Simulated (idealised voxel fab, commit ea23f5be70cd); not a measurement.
Title: Process Module voxel plated lines
Section cut is 290 nm wide and gridded with 5 nm square cells.
This document writes a cross-section as a grid whose cells are square, and gives it as bands, listed from the top down; one or more rows of cells form a band. In this notation a band is specified by the heights of its top and bottom, in that order and in nm, after which its materials appear from left to right, each paired with its width in nm. The word "all across" attached to a single material means that material fills the band from edge to edge; the word "blank" stands for empty space. Heights are measured from 0, the level below which the as-received wafer is all one material; the lowest band has no bottom and continues downward, written as in "top 0, no bottom". The two numbers in a width such as "30->40" mark its ends across the band: the first belongs to the top row of cells, the second to the bottom row, and from each row to the next the width moves by the same amount. No cell of the cross-section changed in a step that is given as "no alteration". Look at "Enclosed void list" for the closed voids: empty spaces with no open path to the top, sized 8 cells or up. Each is width x height at distance, distance from the left edge, all nm. The remark found on a step's line after its settings is issued by the simulator itself and pertains to that step. On any step carrying a mask, the "overlay nm" setting, if present on the step's line, tells how far right of its planned place the mask lay; negative values point to the left.
Intended process steps
1,RECEIVE | material Si
2,CONFORMAL_DEP | material SiN | thk nm 5
3,DIRECTIONAL_DEP | material TiN | thk nm 5
4,PATTERN | tone open | mask id LINES | material resist | width nm 15 | pitch nm 40 | thk nm 30 | overlay nm 0
5,EPI | material Ru | thk nm 10
6,EPI | material Ru | thk nm 10
7,STRIP | etch materials resist
8,DIRECTIONAL_ETCH | etch materials TiN | depth nm 5
9,CONFORMAL_DEP | material SiO2 | thk nm 5
Step 1 complete: cross-section of the wafer as received
    top 0, no bottom  Si all across
    Enclosed void list: none
Sectioned view, first of two wafers, at the close of the module, processed as intended in the plan
    top 35, bottom 30  blank 110 nm, then SiO2 25 nm, then blank 15 nm, then SiO2 25 nm, then blank 115 nm
    top 30, bottom 10  blank 110 nm, then SiO2 5 nm, then Ru 15 nm, then SiO2 5 nm, then blank 15 nm, then SiO2 5 nm, then Ru 15 nm, then SiO2 5 nm, then blank 115 nm
    top 10, bottom 5  SiO2 115 nm, then TiN 15 nm, then SiO2 25 nm, then TiN 15 nm, then SiO2 120 nm
    top 5, bottom 0  SiN all across
    top 0, no bottom  Si all across
    Enclosed void list: none
The second wafer, shown in cross-section after the module: started the same way as the first and given the same plan, yet one mistake crept into how it was run
    top 35, bottom 30  blank 120 nm, then SiO2 25 nm, then blank 15 nm, then SiO2 25 nm, then blank 105 nm
    top 30, bottom 10  blank 120 nm, then SiO2 5 nm, then Ru 15 nm, then SiO2 5 nm, then blank 15 nm, then SiO2 5 nm, then Ru 15 nm, then SiO2 5 nm, then blank 105 nm
    top 10, bottom 5  SiO2 125 nm, then TiN 15 nm, then SiO2 25 nm, then TiN 15 nm, then SiO2 110 nm
    top 5, bottom 0  SiN all across
    top 0, no bottom  Si all across
    Enclosed void list: none
Short version of what went wrong: step 4 off recipe, ran as PATTERN | tone open | mask id LINES | material resist | width nm 15 | pitch nm 40 | thk nm 30 | overlay nm 10
Same inventory, different map: at the end, the second wafer holds as many cells of each material as the first, placed elsewhere.
